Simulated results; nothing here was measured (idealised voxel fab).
A process module follows: voxel plated lines.
Pictured: cross-section cut, 255 nm wide, on a grid of 5 nm square cells.
Cross-section = grid of square cells, listed top down in bands; band = one or more rows. In this notation a band is specified by the heights of its top and bottom, in that order and in nm, after which its materials appear from left to right, each paired with its width in nm. The word "full width" attached to a single material means that material fills the band from edge to edge; the word "air" stands for empty space. Height reference: 0 = level under which incoming wafer is all one material. Lowest band: no bottom, runs on downward, e.g. "0..down". When a width is written as two numbers, as in "30 to 40", the first number is the width in the top row of cells of the band and the second is the width in its bottom row, and the width changes by the same amount from each row to the next. Where the words "remained unchanged" appear for a step, the cross-section shows no cell changed by that step; every cell remained as before. "Enclosed cavity list" - sealed voids, min. 8 cells, no opening to top; format: width x height at distance (distance from left edge; nm throughout). Step line, after settings: the simulator's comment on this step. On any step carrying a mask, the "overlay nm" setting, if present on the step's line, tells how far right of its planned place the mask lay; negative values point to the left.
### Planned step list for the process
- 1: RECEIVE | material Si
- 2: CONFORMAL_DEP | material Al2O3 | thk nm 10
- 3: DIRECTIONAL_DEP | material TiN | thk nm 5
- 4: PATTERN | tone open | mask id LINES | material resist | width nm 20 | pitch nm 50 | thk nm 20 | overlay nm 0
- 5: EPI | material Ru | thk nm 5
- 6: STRIP | etch materials resist
- 7: DIRECTIONAL_ETCH | etch materials TiN | depth nm 5
- 8: CONFORMAL_DEP | material SiCN | thk nm 5
### First wafer out of two, processed as planned
### The cross-section here shows the wafer as received, i.e. in its state after step 1
* 0..down | Si full width
* Enclosed cavity list: none
### Cross-section: wafer state after step 2
* 10..0 | Al2O3 full width
* Under the height 0 nothing was changed.
### Cross-section: wafer state after step 3
* 15..10 | TiN full width
* Under the height 10 nothing was changed.
### Cross-section: wafer state after step 4
* 35..15 | 90 resist  20 air  30 resist  20 air  95 resist
* Under the height 15 nothing was changed.
### Cross-section: wafer state after step 5
* 35..20 | 90 resist  20 air  30 resist  20 air  95 resist
* 20..15 | 90 resist  20 Ru  30 resist  20 Ru  95 resist
* Under the height 15 nothing was changed.
### Cross-section: wafer state after step 6
* 20..15 | 90 air  20 Ru  30 air  20 Ru  95 air
* Under the height 15 nothing was changed.
### Cross-section: wafer state after step 7
* 20..15 | 90 air  20 Ru  30 air  20 Ru  95 air
* 15..10 | 90 air  20 TiN  30 air  20 TiN  95 air
* Under the height 10 nothing was changed.
### Cross-section: wafer state after step 8
* 25..20 | 85 air  30 SiCN  20 air  30 SiCN  90 air
* 20..15 | 85 air  5 SiCN  20 Ru  5 SiCN  20 air  5 SiCN  20 Ru  5 SiCN  90 air
* 15..10 | 90 SiCN  20 TiN  30 SiCN  20 TiN  95 SiCN
* Under the height 10 nothing was changed.
### Wafer two: like wafer one in start and plan, but with one mistake in execution; identical up to and including step 5
### Cross-section of the second wafer at the time by which step 6 should have been completed according to the plan
* 20..15 | 90 air  20 Ru  30 air  20 Ru  95 air
* Under the height 15 nothing was changed.
### Cross-section of the second wafer at the time by which step 7 should have been completed according to the plan
* 20..15 | 90 air  20 Ru  30 air  20 Ru  95 air
* 15..10 | 90 air  20 TiN  30 air  20 TiN  95 air
* Under the height 10 nothing was changed.
### Cross-section of the second wafer at the time by which step 8 should have been completed according to the plan
* 25..20 | 85 air  30 SiCN  20 air  30 SiCN  90 air
* 20..15 | 85 air  5 SiCN  20 Ru  5 SiCN  20 air  5 SiCN  20 Ru  5 SiCN  90 air
* 15..10 | 90 SiCN  20 TiN  30 SiCN  20 TiN  95 SiCN
* Under the height 10 nothing was changed.
Error vs. plan: plan step 6 ran twice
Given identical final cross-sections on the two wafers, the mistake has no effect on any quantity computed by this model.
